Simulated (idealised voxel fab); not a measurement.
The following is a process module called voxel gate over fins.
The cross-section shown here is cut; it is 205 nm wide and divided into square cells measuring 5 nm on a side.
Throughout this document, each cross-section is represented as a grid of square cells and is presented as a sequence of bands enumerated from the top downward, where a band comprises one or more rows of cells.
Basically the band line says how high the top is and how high the bottom is, in nm, and then what's in it from left to right, every material with its width in nm. Empty space shows up as "blank", and if a single material carries "throughout" it runs the full band edge to edge.
Height reference: 0 = level under which incoming wafer is all one material. Lowest band: no bottom, runs on downward, e.g. "0 nm and below".
It should be noted that a width expressed as "30 to 40" varies in equal increments from row to row of cells within the band, taking the value of the first number at the top row and that of the second number at the bottom row.
"no alteration" after a step means that no cell of the cross-section changed.
Closed empty spaces (no open way to the top) of 8 cells or more are what "Entrapped void list" lists, each as width x height at distance from the left edge, nm for all three.
On a step's line, text after the settings is the simulator commenting on that step.
Each step line may optionally specify "overlay nm", which for a step with a mask gives the rightward distance between the mask's planned place and where it lay, a negative value indicating the leftward direction.

Process steps (planned):
1: RECEIVE, material Si
2: CONFORMAL_DEP, material SiN, thk nm 10
3: MASKED_ETCH, tone cover, mask id FINS, width nm 15, pitch nm 40, etch materials SiN, depth nm 10, overlay nm 0
4: MASKED_ETCH, tone cover, mask id FINS, width nm 15, pitch nm 40, etch materials Si, depth nm 40, overlay nm 0
5: FILL_DEP, material SiO2, thk nm 5
6: CMP, height nm 10
7: SELECTIVE_ETCH, etch materials SiO2, depth nm 20
8: STRIP, etch materials SiN
9: CONFORMAL_DEP, material HfO2, thk nm 5
10: CONFORMAL_DEP, material TiN, thk nm 5
11: CONFORMAL_DEP, material TiAl, thk nm 5
12: CONFORMAL_DEP, material TiN, thk nm 5
13: FILL_DEP, material W, thk nm 15
14: CMP, height nm 30
15: CONFORMAL_DEP, material SiN, thk nm 10

Cross-section: wafer on arrival = after step 1:
    0 nm and below  Si throughout
    Entrapped void list: none

Cross-sectional result after module completion. Note: starting condition and plan are unchanged from above; one processing mistake was made:
    40 nm to 30 nm  TiAl throughout
    30 nm to 20 nm  W throughout
    20 nm to 15 nm  W=55 | TiN=95 | W=55
    15 nm to 10 nm  W=55 | TiN=5 | TiAl=85 | TiN=5 | W=55
    10 nm to 5 nm  TiN=60 | TiAl=5 | TiN=35 | TiAl=5 | TiN=35 | TiAl=5 | TiN=60
    5 nm to 0 nm  TiAl=65 | TiN=5 | HfO2=25 | TiN=5 | TiAl=5 | TiN=5 | HfO2=25 | TiN=5 | TiAl=65
    0 nm to -5 nm  TiN=70 | HfO2=5 | Si=15 | HfO2=5 | TiN=15 | HfO2=5 | Si=15 | HfO2=5 | TiN=70
    -5 nm to -10 nm  HfO2=75 | Si=15 | HfO2=25 | Si=15 | HfO2=75
    -10 nm to -40 nm  SiO2=75 | Si=15 | SiO2=25 | Si=15 | SiO2=75
    -40 nm and below  Si throughout
    Entrapped void list: none
Where did the run depart from the plan? step 15 did not use the planned setting and instead ran as CONFORMAL_DEP, material TiAl, thk nm 10
